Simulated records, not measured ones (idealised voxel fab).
voxel self aligned vias: a process module
Shown is cross-section cut, with a width of 245 nm and square cells of size 5 nm.
Cross-section spec: square-cell grid; bands listed top down; each band is one or more rows.
Look at the band entry: it leads with the top's height and the bottom's height in nm. Then it lists the materials left to right, with a width in nm for each. The word "full width" on a single material says that material fills the band edge to edge. The word "air" is empty space.
Note: height 0 marks the level under which the wafer is uniformly one material as received. Lowest band unbounded below, written "from 0 down".
The width entry "30->40" should be interpreted row by row: the top row of cells in the band takes the first number, the bottom row takes the second number, and the change between adjacent rows is uniform throughout.
For the purposes of this document, the phrase "no modification" attached to a step denotes that no cell within the cross-section was modified by that step.
Entry "Entrapped void list". Content: empty spaces with no open connection to the top, size 8 cells or greater. Each: width x height at distance. Distance: from left edge. Unit: nm.
Past the settings on a step's line: simulator remark, on that step.
When a step includes a mask, the "overlay nm" setting on its line states how far to the right of its planned place that mask lay, and negative values state how far to the left.
-- So here's the lineup of process steps we planned
step 1: RECEIVE [material Si]
step 2: CONFORMAL_DEP [material SiO2] [thk nm 10]
step 3: CONFORMAL_DEP [material SiCN] [thk nm 5]
step 4: DIRECTIONAL_DEP [material lowk] [thk nm 25]
step 5: PATTERN [tone open] [mask id LINES] [material resist] [width nm 30] [pitch nm 65] [thk nm 15] [overlay nm 0]
step 6: DIRECTIONAL_ETCH [etch materials lowk] [depth nm 25]
step 7: STRIP [etch materials resist]
step 8: CONFORMAL_DEP [material TiN] [thk nm 5]
step 9: FILL_DEP [material Ru] [thk nm 10]
step 10: CMP [height nm 40]
step 11: SELECTIVE_ETCH [etch materials W Ru TiN] [depth nm 10]
step 12: FILL_DEP [material SiN] [thk nm 5]
step 13: CMP [height nm 40]
step 14: DIRECTIONAL_DEP [material lowk] [thk nm 15]
step 15: MASKED_ETCH [tone open] [mask id VIAS] [width nm 40] [pitch nm 65] [etch materials lowk] [depth nm 15] [overlay nm 0]
step 16: MASKED_ETCH [tone open] [mask id VIAS] [width nm 40] [pitch nm 65] [etch materials SiN] [depth nm 10] [overlay nm 0]
step 17: CONFORMAL_DEP [material TiN] [thk nm 5]
step 18: FILL_DEP [material Ru] [thk nm 10]
step 19: CMP [height nm 55]
step 20: CONFORMAL_DEP [material SiN] [thk nm 5]
-- Shown in cross-section is the wafer as received, that is, as it stands after step 1
from 0 down  Si full width
Entrapped void list: none
-- First of two wafers, end-of-module section, run followed plan
from 60 to 55  SiN full width
from 55 to 45  35 nm lowk  5 nm TiN  30 nm Ru  5 nm TiN  25 nm lowk  5 nm TiN  30 nm Ru  5 nm TiN  25 nm lowk  5 nm TiN  30 nm Ru  5 nm TiN  40 nm lowk
from 45 to 35  35->40 nm lowk  10->5 nm TiN  20 nm Ru  10->5 nm TiN  25->35 nm lowk  10->5 nm TiN  20 nm Ru  10->5 nm TiN  25->35 nm lowk  10->5 nm TiN  20 nm Ru  10->5 nm TiN  40->45 nm lowk
from 35 to 30  40 nm lowk  30 nm TiN  35 nm lowk  30 nm TiN  35 nm lowk  30 nm TiN  45 nm lowk
from 30 to 20  40 nm lowk  5 nm TiN  20 nm Ru  5 nm TiN  35 nm lowk  5 nm TiN  20 nm Ru  5 nm TiN  35 nm lowk  5 nm TiN  20 nm Ru  5 nm TiN  45 nm lowk
from 20 to 15  40 nm lowk  30 nm TiN  35 nm lowk  30 nm TiN  35 nm lowk  30 nm TiN  45 nm lowk
from 15 to 10  SiCN full width
from 10 to 0  SiO2 full width
from 0 down  Si full width
Entrapped void list: none
-- This is the second of the two wafers, cross-sectioned at the end of the module; it started exactly like the first and was given the same plan, but it was run with one mistake
from 60 to 55  SiN full width
from 55 to 35  35 nm lowk  5 nm TiN  30 nm Ru  5 nm TiN  25 nm lowk  5 nm TiN  30 nm Ru  5 nm TiN  25 nm lowk  5 nm TiN  30 nm Ru  5 nm TiN  40 nm lowk
from 35 to 30  35 nm lowk  40 nm TiN  25 nm lowk  40 nm TiN  25 nm lowk  40 nm TiN  40 nm lowk
from 30 to 20  35->40 nm lowk  10->5 nm TiN  20 nm Ru  10->5 nm TiN  25->35 nm lowk  10->5 nm TiN  20 nm Ru  10->5 nm TiN  25->35 nm lowk  10->5 nm TiN  20 nm Ru  10->5 nm TiN  40->45 nm lowk
from 20 to 15  40 nm lowk  30 nm TiN  35 nm lowk  30 nm TiN  35 nm lowk  30 nm TiN  45 nm lowk
from 15 to 10  SiCN full width
from 10 to 0  SiO2 full width
from 0 down  Si full width
Entrapped void list: none
Where did the run depart from the plan? regarding the plan, step 15 was run twice
Final difference in cells, second wafer against first, listed per material as more or fewer: +12 Ru; +6 TiN; -18 lowk
